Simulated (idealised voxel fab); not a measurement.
The following process module bears the name voxel local oxidation.
Cross-sectional view cut (width: 145 nm; square cell size: 5 nm).
Cross-section, as written here: a square-cell grid given band by band from the top down, where a band holds one or more rows of cells. Basically the band line says how high the top is and how high the bottom is, in nm, and then what's in it from left to right, every material with its width in nm. Empty space shows up as "blank", and if a single material carries "all across" it runs the full band edge to edge. The level at which height equals 0 is the one under which the wafer, as it arrives, is entirely one material. No lower edge exists for the bottom band, which continues downward and is notated as in "top 0, no bottom". The notation "30..40" denotes a width that varies across the rows of cells in the band, beginning at the first number in the top row, finishing at the second number in the bottom row, and changing by an identical amount from each row to the next. A step reported as "no alteration" is a step in which no cell of the cross-section changed. Enclosed voids (no open way to top), threshold 8 cells or more, entry "Enclosed internal voids", notation width x height at distance, distance from left edge, nm. The remark found on a step's line after its settings is issued by the simulator itself and pertains to that step. On any step carrying a mask, the "overlay nm" setting, if present on the step's line, tells how far right of its planned place the mask lay; negative values point to the left.
-- Process steps foreseen in the plan
1) RECEIVE, material Si
2) CONFORMAL_DEP, material SiO2, thk nm 5
3) CONFORMAL_DEP, material SiN, thk nm 10
4) PATTERN, tone cover, mask id ACTIVE, material resist, width nm 100, thk nm 20, overlay nm 0
5) DIRECTIONAL_ETCH, etch materials SiN, depth nm 10
6) STRIP, etch materials resist
7) SELECTIVE_ETCH, etch materials SiO2, depth nm 5
8) OXIDIZE, depth nm 15
9) STRIP, etch materials SiN
-- Below: the first of two wafers, run as planned
-- Incoming wafer, cross-sectional view, post step 1
top 0, no bottom = Si all across
Enclosed internal voids: none
-- Presented here is a cross-section of the wafer after step 2 has been performed
top 5, bottom 0 = SiO2 all across
At heights below 0, the structure remains unaltered.
-- Presented here is a cross-section of the wafer after step 3 has been performed
top 15, bottom 5 = SiN all across
At heights below 5, the structure remains unaltered.
-- Presented here is a cross-section of the wafer after step 4 has been performed
top 35, bottom 15 = 20 nm blank, 100 nm resist, 25 nm blank
At heights below 15, the structure remains unaltered.
-- Presented here is a cross-section of the wafer after step 5 has been performed
top 35, bottom 15 = 20 nm blank, 100 nm resist, 25 nm blank
top 15, bottom 5 = 20 nm blank, 100 nm SiN, 25 nm blank
At heights below 5, the structure remains unaltered.
-- Presented here is a cross-section of the wafer after step 6 has been performed
top 15, bottom 5 = 20 nm blank, 100 nm SiN, 25 nm blank
At heights below 5, the structure remains unaltered.
-- Presented here is a cross-section of the wafer after step 7 has been performed
top 15, bottom 5 = 20 nm blank, 100 nm SiN, 25 nm blank
top 5, bottom 0 = 25 nm blank, 90 nm SiO2, 30 nm blank
At heights below 0, the structure remains unaltered.
-- Presented here is a cross-section of the wafer after step 8 has been performed
top 15, bottom 5 = 20 nm blank, 100 nm SiN, 25 nm blank
top 5, bottom 0 = 25 nm blank, 90 nm SiO2, 30 nm blank
top 0, bottom -15 = 40 nm SiO2, 60 nm Si, 45 nm SiO2
At heights below -15, the structure remains unaltered.
-- Presented here is a cross-section of the wafer after step 9 has been performed
top 5, bottom 0 = 25 nm blank, 90 nm SiO2, 30 nm blank
At heights below 0, the structure remains unaltered.
-- The second wafer began exactly as the first did and followed the same plan, but one mistake was made while running it; through step 8 inclusive, the two wafers are identical
Second wafer, section view, time point: scheduled end of step 9: no alteration
Heads up, the wafer didn't run the way we planned it: step 9 of the plan: omitted, not performed
Bottom line after processing is that, in cells, the second wafer is up or down on some materials versus the first: SiN: 40 more
